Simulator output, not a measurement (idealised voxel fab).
Presented below is a process module, voxel gate over fins.
It is cross-section cut that appears here, measuring 215 nm in width, its square cells being 5 nm in size.
How to read a cross-section here: the picture is a grid of square cells, written as bands going from the top down, and any band can span one or more rows of cells.
Within each band entry, the heights of the top and of the bottom of the band appear first, in that order and in nm; the materials of the band then follow from left to right, each with its corresponding width in nm. The designation "all across" on a single material indicates that it fills the band from edge to edge; the designation "air" indicates empty space.
Heights are expressed relative to 0, this being the level below which the as-received wafer comprises one material exclusively. The lowest band is unbounded in the downward direction and is denoted as in "0 nm and below".
A width given as "30 to 40" starts at the first number in the band's top row and ends at the second number in its bottom row, shifting by an equal amount at every step from row to row.
"no modification" (step): cross-section cells unchanged, all of them.
Empty spaces without an open route to the top, at least 8 cells in extent, make up the entry "Trapped cavities"; each is given as width x height at distance, where the distance is measured from the left edge, and all are in nm.
Read whatever lies past the settings on a step's line as the simulator's own remark about the step.
The "overlay nm" setting may appear on a step's line; for a step that uses a mask, it gives how far to the right of its planned position the mask lay, and a negative value indicates the left.
PROCESS STEPS FORESEEN IN THE PLAN
1. RECEIVE, material Si
2. CONFORMAL_DEP, material SiN, thk nm 10
3. DIRECTIONAL_DEP, material aC, thk nm 10
4. PATTERN, tone cover, mask id FINS, material resist, width nm 15, pitch nm 45, thk nm 25, overlay nm 0
5. DIRECTIONAL_ETCH, etch materials aC, depth nm 10
6. STRIP, etch materials resist
7. DIRECTIONAL_ETCH, etch materials SiN, depth nm 10
8. DIRECTIONAL_ETCH, etch materials Si, depth nm 35
9. STRIP, etch materials aC
10. FILL_DEP, material SiO2, thk nm 15
11. CMP, height nm 10
12. SELECTIVE_ETCH, etch materials SiO2, depth nm 25
13. STRIP, etch materials SiN
14. CONFORMAL_DEP, material HfO2, thk nm 5
15. CONFORMAL_DEP, material TiN, thk nm 5
16. FILL_DEP, material W, thk nm 10
17. CMP, height nm 15
18. CONFORMAL_DEP, material SiCN, thk nm 10
HERE'S WHAT THE WAFER LOOKED LIKE IN CROSS-SECTION WHEN IT ARRIVED - THAT'S AFTER STEP 1
> 0 nm and below | Si all across
> Trapped cavities: none
WAFER AT MODULE END, IN SECTION. BEGAN AS ABOVE, PLANNED AS ABOVE, RUN WITH ONE MISTAKE
> 25 nm to 15 nm | SiCN all across
> 15 nm to 10 nm | W all across
> 10 nm to 5 nm | W (50)  TiN (35)  W (10)  TiN (35)  W (10)  TiN (35)  W (40)
> 5 nm to 0 nm | W (50)  TiN (5)  HfO2 (25)  TiN (5)  W (10)  TiN (5)  HfO2 (25)  TiN (5)  W (10)  TiN (5)  HfO2 (25)  TiN (5)  W (40)
> 0 nm to -5 nm | W (50)  TiN (5)  HfO2 (5)  Si (15)  HfO2 (5)  TiN (5)  W (10)  TiN (5)  HfO2 (5)  Si (15)  HfO2 (5)  TiN (5)  W (10)  TiN (5)  HfO2 (5)  Si (15)  HfO2 (5)  TiN (5)  W (40)
> -5 nm to -10 nm | TiN (55)  HfO2 (5)  Si (15)  HfO2 (5)  TiN (20)  HfO2 (5)  Si (15)  HfO2 (5)  TiN (20)  HfO2 (5)  Si (15)  HfO2 (5)  TiN (45)
> -10 nm to -15 nm | HfO2 (60)  Si (15)  HfO2 (30)  Si (15)  HfO2 (30)  Si (15)  HfO2 (50)
> -15 nm to -35 nm | SiO2 (60)  Si (15)  SiO2 (30)  Si (15)  SiO2 (30)  Si (15)  SiO2 (50)
> -35 nm and below | Si all across
> Trapped cavities: none
It is concluded that the wafer was processed incorrectly with respect to the plan, in that step 4 was not run as planned; what actually ran was PATTERN, tone cover, mask id FINS, material resist, width nm 15, pitch nm 45, thk nm 25, overlay nm 5
